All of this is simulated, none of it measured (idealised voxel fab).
process module | voxel released beams
cross-section cut | 195 nm wide | cells 5 nm
A cross-section is a grid of square cells, given in bands from the top down. A band is one or more rows of cells.
Each band's line starts with the height of the band's top and of its bottom, in nm. Then come its materials from left to right, each with its width in nm. One material with "throughout" fills the band from edge to edge. "air" is empty space.
Height 0 is the level under which the wafer as received is all one material. The lowest band goes on downwards, as in "0 down".
A width such as "30 to 40" changes by the same amount from each row of cells to the next, from the band's top row to its bottom row.
"no change" after a step means that no cell of the cross-section changed.
closed voids: empty space of 8 cells or more with no open way to the top, each as width x height at its distance from the left edge, in nm
after a step's settings: what the simulator itself notes on the step
overlay nm, on a step with a mask: how far to the right of its planned place the mask lay; to the left if negative
plan
1 op RECEIVE | material Si
2 op CONFORMAL_DEP | material SiN | thk nm 5
3 op DIRECTIONAL_DEP | material SiO2 | thk nm 15
4 op DIRECTIONAL_DEP | material aC | thk nm 10
5 op PATTERN | tone open | mask id ANCHOR | material resist | width nm 35 | thk nm 30 | overlay nm 0
6 op DIRECTIONAL_ETCH | etch materials aC | depth nm 10
7 op STRIP | etch materials resist
8 op DIRECTIONAL_ETCH | etch materials SiO2 | depth nm 15
9 op STRIP | etch materials aC
10 op CONFORMAL_DEP | material polySi | thk nm 15
11 op MASKED_ETCH | tone cover | mask id BEAM | width nm 120 | etch materials polySi | depth nm 15 | overlay nm 0
12 op STRIP | etch materials SiO2
first wafer, as planned
as received, after step 1
  0 down: Si throughout
  closed voids: none
after step 2
  5 to 0: SiN throughout
  below 0: unchanged
after step 3
  20 to 5: SiO2 throughout
  below 5: unchanged
after step 4
  30 to 20: aC throughout
  below 20: unchanged
after step 5
  60 to 30: resist 40 | air 35 | resist 120
  below 30: unchanged
after step 6
  50 to 30: resist 40 | air 35 | resist 120
  30 to 20: aC 40 | air 35 | aC 120
  below 20: unchanged
after step 7
  30 to 20: aC 40 | air 35 | aC 120
  below 20: unchanged
after step 8
  30 to 20: aC 40 | air 35 | aC 120
  20 to 5: SiO2 40 | air 35 | SiO2 120
  below 5: unchanged
after step 9
  20 to 5: SiO2 40 | air 35 | SiO2 120
  below 5: unchanged
after step 10
  35 to 20: polySi 55 | air 5 | polySi 135
  20 to 5: SiO2 40 | polySi 35 | SiO2 120
  below 5: unchanged
after step 11
  35 to 20: air 35 | polySi 20 | air 5 | polySi 95 | air 40
  below 20: unchanged
after step 12
  35 to 20: air 35 | polySi 20 | air 5 | polySi 95 | air 40
  20 to 5: air 40 | polySi 35 | air 120
  below 5: unchanged
second wafer: like start, like plan, one mistake. Through step 1 it matches the first wafer
when step 2 should have ended: no change
when step 3 should have ended
  15 to 0: SiO2 throughout
  below 0: unchanged
when step 4 should have ended
  25 to 15: aC throughout
  below 15: unchanged
when step 5 should have ended
  55 to 25: resist 40 | air 35 | resist 120
  below 25: unchanged
when step 6 should have ended
  45 to 25: resist 40 | air 35 | resist 120
  25 to 15: aC 40 | air 35 | aC 120
  below 15: unchanged
when step 7 should have ended
  25 to 15: aC 40 | air 35 | aC 120
  below 15: unchanged
when step 8 should have ended
  25 to 15: aC 40 | air 35 | aC 120
  15 to 0: SiO2 40 | air 35 | SiO2 120
  below 0: unchanged
when step 9 should have ended
  15 to 0: SiO2 40 | air 35 | SiO2 120
  below 0: unchanged
when step 10 should have ended
  30 to 15: polySi 55 | air 5 | polySi 135
  15 to 0: SiO2 40 | polySi 35 | SiO2 120
  below 0: unchanged
when step 11 should have ended
  30 to 15: air 35 | polySi 20 | air 5 | polySi 95 | air 40
  below 15: unchanged
when step 12 should have ended
  30 to 15: air 35 | polySi 20 | air 5 | polySi 95 | air 40
  15 to 0: air 40 | polySi 35 | air 120
  below 0: unchanged
what went wrong: step 2 was left out
at the end the second wafer has, in cells: 39 fewer of SiN
